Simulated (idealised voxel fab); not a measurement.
process module | voxel wiring stack
cross-section cut | 220 nm wide | cells 5 nm
A cross-section is a grid of square cells, given in bands from the top down. A band is one or more rows of cells.
Each band's line starts with the height of the band's top and of its bottom, in nm. Then come its materials from left to right, each with its width in nm. One material with "throughout" fills the band from edge to edge. "air" is empty space.
Height 0 is the level under which the wafer as received is all one material. The lowest band goes on downwards, as in "0 down".
A width such as "30 to 40" changes by the same amount from each row of cells to the next, from the band's top row to its bottom row.
"no change" after a step means that no cell of the cross-section changed.
closed voids: empty space of 8 cells or more with no open way to the top, each as width x height at its distance from the left edge, in nm
after a step's settings: what the simulator itself notes on the step
overlay nm, on a step with a mask: how far to the right of its planned place the mask lay; to the left if negative
plan
1 op RECEIVE | material Si
2 op CONFORMAL_DEP | material SiO2 | thk nm 15
3 op CONFORMAL_DEP | material SiCN | thk nm 5
4 op DIRECTIONAL_DEP | material lowk | thk nm 15
5 op PATTERN | tone open | mask id METAL_1 | material resist | width nm 25 | pitch nm 45 | thk nm 15 | overlay nm 0
6 op DIRECTIONAL_ETCH | etch materials lowk | depth nm 15
7 op DIRECTIONAL_ETCH | etch materials SiCN | depth nm 5
8 op STRIP | etch materials resist
9 op CONFORMAL_DEP | material TiN | thk nm 5
10 op FILL_DEP | material Cu | thk nm 10
11 op CMP | height nm 35
12 op EPI | material Ru | thk nm 5
13 op FILL_DEP | material SiCN | thk nm 5
14 op DIRECTIONAL_DEP | material lowk | thk nm 20
15 op PATTERN | tone open | mask id PLUG_1 | material resist | width nm 15 | thk nm 20 | overlay nm 0
16 op DIRECTIONAL_ETCH | etch materials lowk | depth nm 20
17 op DIRECTIONAL_ETCH | etch materials SiCN | depth nm 5
18 op STRIP | etch materials resist
19 op CONFORMAL_DEP | material TiN | thk nm 5
20 op FILL_DEP | material Cu | thk nm 10
21 op CMP | height nm 65
22 op CONFORMAL_DEP | material SiCN | thk nm 5
23 op DIRECTIONAL_DEP | material lowk | thk nm 20
24 op PATTERN | tone open | mask id METAL_2 | material resist | width nm 25 | pitch nm 45 | thk nm 15 | overlay nm 0
25 op DIRECTIONAL_ETCH | etch materials lowk | depth nm 20
26 op DIRECTIONAL_ETCH | etch materials SiCN | depth nm 5
27 op STRIP | etch materials resist
28 op CONFORMAL_DEP | material TiN | thk nm 5
29 op FILL_DEP | material Cu | thk nm 5
30 op CMP | height nm 90
31 op EPI | material Ru | thk nm 5
32 op FILL_DEP | material SiCN | thk nm 5
33 op DIRECTIONAL_DEP | material SiO2 | thk nm 30
34 op PATTERN | tone open | mask id METAL_3_HOLES | material resist | width nm 15 | thk nm 20 | overlay nm 0
35 op DIRECTIONAL_ETCH | etch materials SiO2 | depth nm 30
36 op STRIP | etch materials resist
37 op PATTERN | tone open | mask id METAL_3 | material resist | width nm 25 | pitch nm 45 | thk nm 20 | overlay nm 0
38 op DIRECTIONAL_ETCH | etch materials SiO2 | depth nm 15
39 op DIRECTIONAL_ETCH | etch materials SiCN | depth nm 5
40 op STRIP | etch materials resist
41 op CONFORMAL_DEP | material TiN | thk nm 5
42 op FILL_DEP | material Cu | thk nm 10
43 op CMP | height nm 130
44 op CONFORMAL_DEP | material SiCN | thk nm 5
45 op DIRECTIONAL_DEP | material lowk | thk nm 30
46 op PATTERN | tone open | mask id METAL_4 | material resist | width nm 25 | pitch nm 45 | thk nm 15 | overlay nm 0
47 op DIRECTIONAL_ETCH | etch materials lowk | depth nm 15
48 op STRIP | etch materials resist
49 op PATTERN | tone open | mask id METAL_4_HOLES | material resist | width nm 15 | pitch nm 45 | thk nm 15 | overlay nm 0
50 op DIRECTIONAL_ETCH | etch materials lowk | depth nm 15
51 op DIRECTIONAL_ETCH | etch materials SiCN | depth nm 5
52 op STRIP | etch materials resist
53 op CONFORMAL_DEP | material TiN | thk nm 5
54 op FILL_DEP | material Cu | thk nm 5
55 op CMP | height nm 165
56 op CONFORMAL_DEP | material SiCN | thk nm 5
as received, after step 1
  0 down: Si throughout
  closed voids: none
a wafer at the end: this start, this plan, one mistake
  170 to 165: SiCN throughout
  165 to 155: lowk 75 | TiN 5 | Cu 15 | TiN 5 | lowk 20 | TiN 5 | Cu 15 | TiN 5 | lowk 75
  155 to 150: lowk 75 | TiN 5 | Cu 5 | TiN 15 | lowk 20 | TiN 5 | Cu 5 | TiN 15 | lowk 75
  150 to 135: lowk 75 | TiN 5 | Cu 5 | TiN 5 | lowk 30 | TiN 5 | Cu 5 | TiN 5 | lowk 85
  135 to 130: SiCN 75 | TiN 15 | SiCN 30 | TiN 15 | SiCN 85
  130 to 120: SiO2 75 | TiN 5 | Cu 15 | TiN 5 | SiO2 20 | TiN 5 | Cu 15 | TiN 5 | SiO2 75
  120 to 115: SiO2 75 | TiN 5 | Cu 5 | TiN 15 | SiO2 20 | TiN 25 | SiO2 75
  115 to 100: SiO2 75 | TiN 5 | Cu 5 | TiN 5 | SiO2 130
  100 to 95: SiCN 75 | TiN 15 | SiCN 130
  95 to 90: SiCN 60 | Ru 35 | SiCN 10 | Ru 35 | SiCN 80
  90 to 70: lowk 65 | TiN 5 | Cu 15 | TiN 5 | lowk 20 | TiN 5 | Cu 15 | TiN 5 | lowk 85
  70 to 65: SiCN 65 | TiN 25 | SiCN 20 | TiN 25 | SiCN 85
  65 to 45: lowk 75 | TiN 5 | Cu 5 | TiN 5 | lowk 130
  45 to 40: SiCN 75 | TiN 15 | SiCN 130
  40 to 35: SiCN 70 | Ru 35 | SiCN 10 | Ru 35 | SiCN 70
  35 to 20: lowk 75 | TiN 5 | Cu 15 | TiN 5 | lowk 20 | TiN 5 | Cu 15 | TiN 5 | lowk 75
  20 to 15: SiCN 75 | TiN 25 | SiCN 20 | TiN 25 | SiCN 75
  15 to 0: SiO2 throughout
  0 down: Si throughout
  closed voids: none
what went wrong: step 24 ran as: op PATTERN | tone open | mask id METAL_2 | material resist | width nm 25 | pitch nm 45 | thk nm 15 | overlay nm -10
